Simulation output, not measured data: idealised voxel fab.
The following process module bears the name voxel self aligned contacts.
FYI the section here is cut, 205 nm wide, cells are 5 nm squares.
For the purposes of this document, a cross-section shall be understood as a grid of square cells, specified as bands listed in top-to-bottom order, each band consisting of one or more rows of cells.
Basically the band line says how high the top is and how high the bottom is, in nm, and then what's in it from left to right, every material with its width in nm. Empty space shows up as "blank", and if a single material carries "everywhere" it runs the full band edge to edge.
We count height from 0. Below that, the starting wafer is all one material. The lowest band never ends at the bottom but goes on down; see "from 0 down" for how that is written.
Note: "30->40" means the width goes from the first number (top row of the band) to the second number (bottom row) in equal steps per row of cells.
Step note "nothing got changed" = no cross-section cell changed.
This entry, "Cavities, sealed", enumerates those empty regions of no fewer than 8 cells that possess no open connection to the top. Each region is reported in the form width x height at distance, the distance being taken from the left edge, with all three quantities expressed in nm.
Formally, on a step line, whatever follows the settings is a remark that the simulator itself makes on the step.
The optional step-line setting "overlay nm" applies to steps with a mask and quantifies how far to the right of its planned location the mask lay, a negative value indicating leftward placement.

# Listed below are the process steps as planned
1. op RECEIVE | material Si
2. op CONFORMAL_DEP | material SiO2 | thk nm 5
3. op DIRECTIONAL_DEP | material polySi | thk nm 25
4. op DIRECTIONAL_DEP | material SiN | thk nm 20
5. op MASKED_ETCH | tone cover | mask id GATE | width nm 25 | pitch nm 60 | etch materials SiN | depth nm 20 | overlay nm 0
6. op MASKED_ETCH | tone cover | mask id GATE | width nm 25 | pitch nm 60 | etch materials polySi | depth nm 25 | overlay nm 0
7. op CONFORMAL_DEP | material SiN | thk nm 5
8. op DIRECTIONAL_ETCH | etch materials SiN | depth nm 10
9. op FILL_DEP | material SiO2 | thk nm 10
10. op CMP | height nm 55
11. op DIRECTIONAL_DEP | material aC | thk nm 10
12. op PATTERN | tone open | mask id CONTACT | material resist | width nm 45 | pitch nm 60 | thk nm 30 | overlay nm 0
13. op DIRECTIONAL_ETCH | etch materials aC | depth nm 10
14. op STRIP | etch materials resist
15. op DIRECTIONAL_ETCH | etch materials SiO2 | depth nm 55
16. op STRIP | etch materials aC
17. op CONFORMAL_DEP | material TiN | thk nm 5
18. op FILL_DEP | material Ru | thk nm 5
19. op CMP | height nm 55
20. op CONFORMAL_DEP | material SiN | thk nm 5
The wafers in this document start out alike and differ in the thk nm applied at step 7; the plan shows the value used for the first wafer.

# Cross-section of the first incoming wafer of several, state after step 1
	from 0 down | Si everywhere
	Cavities, sealed: none

# each wafer at the end: cells of each material gained (+) or lost (-) since it was received, then its closed voids
thk nm 5; +68 Ru; +134 SiN; +157 SiO2; +58 TiN; +75 polySi; Cavities, sealed: none
thk nm 10; +20 Ru; +209 SiN; +130 SiO2; +58 TiN; +75 polySi; Cavities, sealed: none
thk nm 15; +304 SiN; +95 SiO2; +18 TiN; +75 polySi; Cavities, sealed: none
thk nm 20; +344 SiN; +73 SiO2; +75 polySi; Cavities, sealed: none
thk nm 25; +362 SiN; +55 SiO2; +75 polySi; Cavities, sealed: none
